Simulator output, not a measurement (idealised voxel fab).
Name of the process module below: voxel self aligned vias
Cross-sectional view cut (width: 280 nm; square cell size: 5 nm).
When this document writes out a cross-section, it uses a grid of square cells and lists it as bands, beginning at the top and moving down, with a band standing for one or more rows of cells.
Each band's line starts with the height of the band's top and of its bottom, in nm. Then come its materials from left to right, each with its width in nm. One material with "all across" fills the band from edge to edge. "empty" is empty space.
All heights in this document are referenced to 0, defined as the level beneath which the wafer, as received, consists entirely of one material. The lowest band is not bounded below; it extends indefinitely downward and is written in the form "0 nm and below".
When a width is written as two numbers, as in "30 to 40", the first number is the width in the top row of cells of the band and the second is the width in its bottom row, and the width changes by the same amount from each row to the next.
For the purposes of this document, the phrase "stayed the same" attached to a step denotes that no cell within the cross-section was modified by that step.
Voids not open to the top, 8 cells minimum: see "Closed void roster". Written width x height at distance; distance is from the left edge; nm.
Text after the settings on a step's line: the simulator's own remark on that step.
For masked steps, "overlay nm" on the step line gives how far right of plan the mask actually lay; a minus sign means it lay to the left.
Planned step list for the process
step 1: RECEIVE (material Si)
step 2: CONFORMAL_DEP (material SiO2; thk nm 15)
step 3: CONFORMAL_DEP (material SiCN; thk nm 5)
step 4: DIRECTIONAL_DEP (material SiO2; thk nm 30)
step 5: MASKED_ETCH (tone open; mask id LINES; width nm 30; pitch nm 65; etch materials SiO2; depth nm 30; overlay nm 0)
step 6: CONFORMAL_DEP (material TiN; thk nm 5)
step 7: FILL_DEP (material Ru; thk nm 5)
step 8: CMP (height nm 50)
step 9: SELECTIVE_ETCH (etch materials W Ru TiN; depth nm 5)
step 10: FILL_DEP (material SiN; thk nm 5)
step 11: CMP (height nm 50)
step 12: DIRECTIONAL_DEP (material SiO2; thk nm 15)
step 13: MASKED_ETCH (tone open; mask id VIAS; width nm 40; pitch nm 130; etch materials SiO2; depth nm 15; overlay nm 0)
step 14: MASKED_ETCH (tone open; mask id VIAS; width nm 40; pitch nm 130; etch materials SiN; depth nm 5; overlay nm 0)
step 15: CONFORMAL_DEP (material TiN; thk nm 5)
step 16: FILL_DEP (material Ru; thk nm 5)
step 17: CMP (height nm 65)
step 18: CONFORMAL_DEP (material SiN; thk nm 5)
Shown in cross-section is the wafer as received, that is, as it stands after step 1
  0 nm and below | Si all across
  Closed void roster: none
Module complete, cross-section. Starting point and plan per above. One mistake made in running the module
  70 nm to 65 nm | SiN all across
  65 nm to 55 nm | 55 of SiO2, then 5 of TiN, then 30 of Ru, then 5 of TiN, then 90 of SiO2, then 5 of TiN, then 30 of Ru, then 5 of TiN, then 55 of SiO2
  55 nm to 50 nm | 55 of SiO2, then 40 of TiN, then 90 of SiO2, then 40 of TiN, then 55 of SiO2
  50 nm to 45 nm | 55 of SiN, then 5 of TiN, then 30 of SiO2, then 5 of TiN, then 30 of SiN, then 30 of SiO2, then 30 of SiN, then 5 of TiN, then 30 of SiO2, then 5 of TiN, then 55 of SiN
  45 nm to 25 nm | 55 of Ru, then 5 of TiN, then 30 of SiO2, then 5 of TiN, then 25 of Ru, then 5 of TiN, then 30 of SiO2, then 5 of TiN, then 25 of Ru, then 5 of TiN, then 30 of SiO2, then 5 of TiN, then 55 of Ru
  25 nm to 20 nm | 60 of TiN, then 30 of SiO2, then 35 of TiN, then 30 of SiO2, then 35 of TiN, then 30 of SiO2, then 60 of TiN
  20 nm to 15 nm | SiCN all across
  15 nm to 0 nm | SiO2 all across
  0 nm and below | Si all across
  Closed void roster: none
Where did the run depart from the plan? the process deviated at step 5: the operation and settings actually run there were MASKED_ETCH (tone cover; mask id LINES; width nm 30; pitch nm 65; etch materials SiO2; depth nm 30; overlay nm 0)
